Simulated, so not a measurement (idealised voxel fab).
The process module that follows is named voxel released beams.
This is section cut - it's 200 nm across, gridded in 5 nm square cells.
Reading order for cross-sections: top band down to bottom band. Underlying form: a grid of square cells. Band size: one or more rows of cells.
Band: top height; bottom height; in nm. Then, left to right: material with width in nm, for each material. "throughout": a single material spanning edge to edge. "air": empty space.
Height is counted from the level 0, under which the received wafer is composed throughout of one material. The lowest of the bands is not closed at the bottom but continues downward, in the notation "top 0, no bottom".
Width: "30->40" (first number = top row, second number = bottom row, same change from row to row of cells).
Where a step carries "everything unchanged", the cross-section came out of it unchanged, cell for cell.
"Enclosed cavities": empty spaces of 8 cells or more with no open way to the top, each given as width x height at distance, distance from the left edge, all in nm.
Text after the settings on a step's line: the simulator's own remark on that step.
When a step includes a mask, the "overlay nm" setting on its line states how far to the right of its planned place that mask lay, and negative values state how far to the left.

HERE'S WHAT THE PLANNED PROCESS STEPS LOOK LIKE
1. RECEIVE,material Si
2. CONFORMAL_DEP,material SiN,thk nm 5
3. DIRECTIONAL_DEP,material SiO2,thk nm 20
4. PATTERN,tone open,mask id ANCHOR,material resist,width nm 35,thk nm 15,overlay nm 0
5. DIRECTIONAL_ETCH,etch materials SiO2,depth nm 20
6. STRIP,etch materials resist
7. CONFORMAL_DEP,material polySi,thk nm 15
8. DIRECTIONAL_DEP,material aC,thk nm 15
9. PATTERN,tone cover,mask id BEAM,material resist,width nm 110,thk nm 30,overlay nm 0
10. DIRECTIONAL_ETCH,etch materials aC,depth nm 15
11. STRIP,etch materials resist
12. DIRECTIONAL_ETCH,etch materials polySi,depth nm 15
13. STRIP,etch materials aC
14. STRIP,etch materials SiO2

DELIVERED WAFER IN CROSS-SECTION: STATE AFTER STEP 1
> top 0, no bottom  Si throughout
> Enclosed cavities: none

SAME STARTING WAFER, SAME PLAN AS ABOVE, ONE MISTAKE IN THE EXECUTION; THIS IS THE CROSS-SECTION AT THE END OF THE MODULE
> top 0, no bottom  Si throughout
> Enclosed cavities: none
Deviation noted in wafer processing: step 2 ran with different settings than intended, the actual operation and settings being CONFORMAL_DEP,material SiO2,thk nm 5
